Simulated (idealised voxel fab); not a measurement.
Name of the process module below: voxel transistor to metal
The cross-section shown here is cut; it is 275 nm wide and divided into square cells measuring 5 nm on a side.
Cross-sections here: square-cell grids, written as top-down lists of bands, a band being one or more rows of cells.
Heights first: top, then bottom, in nm. Then materials, left to right, each with a width in nm. "throughout" on a single material: fills the band edge to edge. "air": empty space.
A quick word on heights: they are counted from 0, and under that level the wafer as it came to us is one material throughout. The lowest band is different from the rest in having no bottom; it simply continues downward, written as in "0 -> down".
A two-number width, for instance "30 to 40", indicates that the width is equal to the first number in the top row of the band and to the second number in the bottom row, and that it changes by a constant amount per row of cells.
Step marked "no alterations made"? Then no cell in the cross-section changed in it.
Entry "Listed closed voids". Content: empty spaces with no open connection to the top, size 8 cells or greater. Each: width x height at distance. Distance: from left edge. Unit: nm.
Whatever follows a step's settings on its line is a remark the simulator itself makes about that step.
Steps that use a mask can have "overlay nm" on their line. It says how far the mask sat to the right of where it was meant to be. Negative means to the left.

So here's the lineup of process steps we planned:
| 1 | op RECEIVE | material Si |
| 2 | op CONFORMAL_DEP | material SiO2 | thk nm 5 |
| 3 | op CONFORMAL_DEP | material SiN | thk nm 10 |
| 4 | op PATTERN | tone cover | mask id ACTIVE | material resist | width nm 105 | pitch nm 125 | thk nm 20 | overlay nm 0 |
| 5 | op DIRECTIONAL_ETCH | etch materials SiN | depth nm 10 |
| 6 | op DIRECTIONAL_ETCH | etch materials SiO2 | depth nm 5 |
| 7 | op DIRECTIONAL_ETCH | etch materials Si | depth nm 30 |
| 8 | op STRIP | etch materials resist |
| 9 | op FILL_DEP | material SiO2 | thk nm 15 |
| 10 | op CMP | height nm 15 |
| 11 | op SELECTIVE_ETCH | etch materials SiO2 | depth nm 5 |
| 12 | op STRIP | etch materials SiN |
| 13 | op SELECTIVE_ETCH | etch materials SiO2 | depth nm 5 |
| 14 | op OXIDIZE | depth nm 5 |
| 15 | op DIRECTIONAL_DEP | material polySi | thk nm 20 |
| 16 | op DIRECTIONAL_DEP | material SiCN | thk nm 10 |
| 17 | op PATTERN | tone cover | mask id GATE | material resist | width nm 25 | pitch nm 125 | thk nm 20 | overlay nm 0 |
| 18 | op DIRECTIONAL_ETCH | etch materials SiCN | depth nm 20 |
| 19 | op DIRECTIONAL_ETCH | etch materials polySi | depth nm 30 |
| 20 | op STRIP | etch materials resist |
| 21 | op CONFORMAL_DEP | material SiN | thk nm 10 |
| 22 | op DIRECTIONAL_ETCH | etch materials SiN | depth nm 10 |
| 23 | op DIRECTIONAL_ETCH | etch materials SiO2 | depth nm 5 |
| 24 | op DIRECTIONAL_ETCH | etch materials Si | depth nm 10 |
| 25 | op EPI | material SiGe | thk nm 15 |
| 26 | op FILL_DEP | material SiO2 | thk nm 5 |
| 27 | op CMP | height nm 30 |
| 28 | op DIRECTIONAL_DEP | material SiO2 | thk nm 15 |
| 29 | op DIRECTIONAL_DEP | material aC | thk nm 10 |
| 30 | op PATTERN | tone open | mask id CONTACT | material resist | width nm 30 | thk nm 25 | overlay nm 0 |
| 31 | op DIRECTIONAL_ETCH | etch materials aC | depth nm 10 |
| 32 | op STRIP | etch materials resist |
| 33 | op DIRECTIONAL_ETCH | etch materials SiO2 | depth nm 35 |
| 34 | op STRIP | etch materials aC |
| 35 | op CONFORMAL_DEP | material TiN | thk nm 5 |
| 36 | op FILL_DEP | material W | thk nm 5 |
| 37 | op CMP | height nm 45 |
| 38 | op CONFORMAL_DEP | material SiCN | thk nm 5 |
| 39 | op DIRECTIONAL_DEP | material lowk | thk nm 15 |
| 40 | op MASKED_ETCH | tone open | mask id METAL_1 | width nm 20 | etch materials lowk | depth nm 15 | overlay nm 0 |
| 41 | op MASKED_ETCH | tone open | mask id METAL_1 | width nm 20 | etch materials SiCN | depth nm 5 | overlay nm 0 |
| 42 | op CONFORMAL_DEP | material TiN | thk nm 5 |
| 43 | op FILL_DEP | material Ru | thk nm 5 |
| 44 | op CMP | height nm 65 |
| 45 | op CONFORMAL_DEP | material SiN | thk nm 5 |
Split variable: thk nm, step 45. Plan value = first wafer. Wafers start alike.

After step 1, as received: first of several wafers, cross-section:
* 0 -> down  Si throughout
* Listed closed voids: none

Every row in this table is a wafer at the end of the module, and it gives, for each of the materials, the cells that wafer has gained (+) or lost (-) since it was received, then its closed voids:
thk nm 5; +24 Ru; -160 Si; +59 SiCN; +104 SiGe; +111 SiN; +283 SiO2; +112 TiN; +80 W; +117 lowk; +40 polySi; Listed closed voids: none
thk nm 10; +24 Ru; -160 Si; +59 SiCN; +104 SiGe; +166 SiN; +283 SiO2; +112 TiN; +80 W; +117 lowk; +40 polySi; Listed closed voids: none
thk nm 15; +24 Ru; -160 Si; +59 SiCN; +104 SiGe; +221 SiN; +283 SiO2; +112 TiN; +80 W; +117 lowk; +40 polySi; Listed closed voids: none
thk nm 20; +24 Ru; -160 Si; +59 SiCN; +104 SiGe; +276 SiN; +283 SiO2; +112 TiN; +80 W; +117 lowk; +40 polySi; Listed closed voids: none
